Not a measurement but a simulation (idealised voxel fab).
Process module in this document: voxel trench capacitor
Pictured: cross-section cut, 185 nm wide, on a grid of 5 nm square cells.
Just so we're on the same page, the cross-sections are grids of square cells, and they're listed out in bands top to bottom, each band one or more rows deep.
Each band's line starts with the height of the band's top and of its bottom, in nm. Then come its materials from left to right, each with its width in nm. One material with "everywhere" fills the band from edge to edge. "air" is empty space.
We count height from 0. Below that, the starting wafer is all one material. The lowest band never ends at the bottom but goes on down; see "from 0 down" for how that is written.
So if you see something like "30->40" for the width, read it as the top row of the band sitting at the first number and the bottom row at the second, with every row in between moving by the same amount as the last.
"nothing changed", as given for a step, is the statement that not any cell of the cross-section underwent a change during that step.
Basically, "Encapsulated voids" tells you about the enclosed voids: empty spaces with no open way to the top, 8 cells or bigger, each written width x height at distance, where distance is from the left edge, all in nm.
Anything after a step's settings on that line? It's the simulator's own note about the step.
The setting "overlay nm" may be written on the line of a step. When the step uses a mask, the value reports how far to the right of the planned place the mask lay, and a negative value reports that it lay to the left.

# Below is the list of planned process steps
1: RECEIVE with material Si
2: CONFORMAL_DEP with material SiN, thk nm 10
3: PATTERN with tone open, mask id TRENCH, material resist, width nm 15, pitch nm 40, thk nm 15, overlay nm 0
4: DIRECTIONAL_ETCH with etch materials SiN, depth nm 10
5: DIRECTIONAL_ETCH with etch materials Si, depth nm 30
6: STRIP with etch materials resist
7: CONFORMAL_DEP with material Al2O3, thk nm 5
8: FILL_DEP with material polySi, thk nm 5
9: CMP with height nm 0
All wafers enter the flow in the same state. The height nm at step 9 differs from wafer to wafer, and the plan gives the value for the first wafer.

# As received, i.e. after step 1: cross-section through the first of several wafers
  from 0 down: Si everywhere
  Encapsulated voids: none

# First of several wafers: cross-section at the end of the module, after step 9, its last step
  from 0 to -25: 25 nm Si, then 5 nm Al2O3, then 5 nm polySi, then 5 nm Al2O3, then 25 nm Si, then 5 nm Al2O3, then 5 nm polySi, then 5 nm Al2O3, then 25 nm Si, then 5 nm Al2O3, then 5 nm polySi, then 5 nm Al2O3, then 25 nm Si, then 5 nm Al2O3, then 5 nm polySi, then 5 nm Al2O3, then 25 nm Si
  from -25 to -30: 25 nm Si, then 15 nm Al2O3, then 25 nm Si, then 15 nm Al2O3, then 25 nm Si, then 15 nm Al2O3, then 25 nm Si, then 15 nm Al2O3, then 25 nm Si
  from -30 down: Si everywhere
  Encapsulated voids: none

# End of module, last wafer sectioned
  from 20 to 15: polySi everywhere
  from 15 to 10: 30 nm Al2O3, then 5 nm polySi, then 35 nm Al2O3, then 5 nm polySi, then 35 nm Al2O3, then 5 nm polySi, then 35 nm Al2O3, then 5 nm polySi, then 30 nm Al2O3
  from 10 to 0: 25 nm SiN, then 5 nm Al2O3, then 5 nm polySi, then 5 nm Al2O3, then 25 nm SiN, then 5 nm Al2O3, then 5 nm polySi, then 5 nm Al2O3, then 25 nm SiN, then 5 nm Al2O3, then 5 nm polySi, then 5 nm Al2O3, then 25 nm SiN, then 5 nm Al2O3, then 5 nm polySi, then 5 nm Al2O3, then 25 nm SiN
  from 0 to -25: 25 nm Si, then 5 nm Al2O3, then 5 nm polySi, then 5 nm Al2O3, then 25 nm Si, then 5 nm Al2O3, then 5 nm polySi, then 5 nm Al2O3, then 25 nm Si, then 5 nm Al2O3, then 5 nm polySi, then 5 nm Al2O3, then 25 nm Si, then 5 nm Al2O3, then 5 nm polySi, then 5 nm Al2O3, then 25 nm Si
  from -25 to -30: 25 nm Si, then 15 nm Al2O3, then 25 nm Si, then 15 nm Al2O3, then 25 nm Si, then 15 nm Al2O3, then 25 nm Si, then 15 nm Al2O3, then 25 nm Si
  from -30 down: Si everywhere
  Encapsulated voids: none

# Row per wafer, end-of-module: cell gain (+)/loss (-) by material since the wafer came in, then closed voids
height nm 0, +52 Al2O3, -72 Si, +20 polySi, Encapsulated voids: none
height nm 5, +60 Al2O3, -72 Si, +25 SiN, +24 polySi, Encapsulated voids: none
height nm 10, +68 Al2O3, -72 Si, +50 SiN, +28 polySi, Encapsulated voids: none
height nm 15, +101 Al2O3, -72 Si, +50 SiN, +32 polySi, Encapsulated voids: none
height nm 20, +101 Al2O3, -72 Si, +50 SiN, +69 polySi, Encapsulated voids: none
